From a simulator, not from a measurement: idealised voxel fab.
This is a process module. Its name is voxel capacitor over wiring.
FYI the section here is cut, 235 nm wide, cells are 5 nm squares.
We lay out every cross-section as a grid of square cells and spell it out in bands from the top down, where one band means one or more rows of cells.
It is stipulated that each band's entry specify, in nanometres, the height of the top of the band and then that of its bottom, followed by the materials of the band in left-to-right sequence, each together with its width in nanometres. A single material marked by the word "edge to edge" is understood to fill the band from edge to edge; the word "empty" is understood to denote empty space.
All heights in this document are referenced to 0, defined as the level beneath which the wafer, as received, consists entirely of one material. The lowest band is not bounded below; it extends indefinitely downward and is written in the form "top 0, no bottom".
It should be noted that a width expressed as "30..40" varies in equal increments from row to row of cells within the band, taking the value of the first number at the top row and that of the second number at the bottom row.
"nothing got changed", as given for a step, is the statement that not any cell of the cross-section underwent a change during that step.
In "Cavities, closed" the enclosed voids are listed, meaning empty spaces of 8 cells or larger without any opening to the top. The form is width x height at distance, distance from the left edge, units nm.
On a step's line, text after the settings is the simulator commenting on that step.
"overlay nm", when on a step's line for a step with a mask, measures how far to the right of its planned place the mask lay; a negative measure means to the left.
THE FOLLOWING LIST GIVES THE PLANNED PROCESS STEPS
1. RECEIVE | material Si
2. CONFORMAL_DEP | material SiO2 | thk nm 10
3. DIRECTIONAL_DEP | material TiN | thk nm 5
4. DIRECTIONAL_DEP | material Ru | thk nm 25
5. DIRECTIONAL_DEP | material aC | thk nm 10
6. PATTERN | tone cover | mask id METAL_1 | material resist | width nm 30 | pitch nm 85 | thk nm 30 | overlay nm 0
7. DIRECTIONAL_ETCH | etch materials aC | depth nm 10
8. STRIP | etch materials resist
9. DIRECTIONAL_ETCH | etch materials Ru | depth nm 25
10. DIRECTIONAL_ETCH | etch materials TiN | depth nm 5
11. STRIP | etch materials aC
12. CONFORMAL_DEP | material SiCN | thk nm 5
13. FILL_DEP | material lowk | thk nm 5
14. CMP | height nm 40
15. CONFORMAL_DEP | material SiCN | thk nm 5
16. DIRECTIONAL_DEP | material SiO2 | thk nm 10
17. MASKED_ETCH | tone open | mask id PLUG_1 | width nm 15 | etch materials SiO2 | depth nm 10 | overlay nm 0
18. MASKED_ETCH | tone open | mask id PLUG_1 | width nm 15 | etch materials SiCN | depth nm 5 | overlay nm 0
19. EPI | material Ru | thk nm 10
20. EPI | material Ru | thk nm 5
21. DIRECTIONAL_DEP | material TiN | thk nm 10
22. DIRECTIONAL_DEP | material Al2O3 | thk nm 5
23. DIRECTIONAL_DEP | material TiN | thk nm 5
24. DIRECTIONAL_DEP | material aC | thk nm 10
25. PATTERN | tone cover | mask id UPPER_PLATE | material resist | width nm 60 | thk nm 30 | overlay nm 0
26. DIRECTIONAL_ETCH | etch materials aC | depth nm 10
27. STRIP | etch materials resist
28. DIRECTIONAL_ETCH | etch materials TiN | depth nm 5
29. DIRECTIONAL_ETCH | etch materials Al2O3 | depth nm 5
30. STRIP | etch materials aC
31. MASKED_ETCH | tone cover | mask id LOWER_PLATE | width nm 70 | etch materials TiN | depth nm 10 | overlay nm 0
32. FILL_DEP | material SiO2 | thk nm 20
33. CMP | height nm 90
34. DIRECTIONAL_DEP | material aC | thk nm 15
35. PATTERN | tone open | mask id PLUG_2 | material resist | width nm 15 | thk nm 30 | overlay nm 0
36. DIRECTIONAL_ETCH | etch materials aC | depth nm 15
37. STRIP | etch materials resist
38. DIRECTIONAL_ETCH | etch materials SiO2 | depth nm 15
39. STRIP | etch materials aC
40. CONFORMAL_DEP | material TiN | thk nm 5
41. FILL_DEP | material W | thk nm 5
42. CMP | height nm 90
43. CONFORMAL_DEP | material SiCN | thk nm 5
CROSS-SECTION OF THE WAFER UPON ARRIVAL, REPRESENTING THE STATE REACHED AFTER STEP 1
  top 0, no bottom | Si edge to edge
  Cavities, closed: none
END-OF-MODULE CROSS-SECTION. STARTING STRUCTURE AND PROCESS PLAN AS ABOVE; ONE MISTAKE MADE IN RUNNING IT
  top 95, bottom 90 | SiCN edge to edge
  top 90, bottom 80 | SiO2: 85, then TiN: 5, then W: 5, then TiN: 5, then SiO2: 135
  top 80, bottom 75 | SiO2: 85, then TiN: 15, then SiO2: 135
  top 75, bottom 70 | SiO2 edge to edge
  top 70, bottom 65 | SiO2: 75, then TiN: 60, then SiO2: 100
  top 65, bottom 60 | SiO2: 75, then Al2O3: 60, then SiO2: 100
  top 60, bottom 50 | SiO2: 70, then TiN: 70, then SiO2: 95
  top 50, bottom 40 | SiO2: 75, then Ru: 15, then SiO2: 145
  top 40, bottom 35 | SiCN: 75, then Ru: 15, then SiCN: 145
  top 35, bottom 15 | lowk: 55, then SiCN: 5, then Ru: 30, then SiCN: 5, then lowk: 45, then SiCN: 5, then Ru: 30, then SiCN: 5, then lowk: 55
  top 15, bottom 10 | SiCN: 60, then TiN: 30, then SiCN: 55, then TiN: 30, then SiCN: 60
  top 10, bottom 0 | SiO2 edge to edge
  top 0, no bottom | Si edge to edge
  Cavities, closed: none
What went wrong in running the wafer? step 14 ran as: CMP | height nm 35
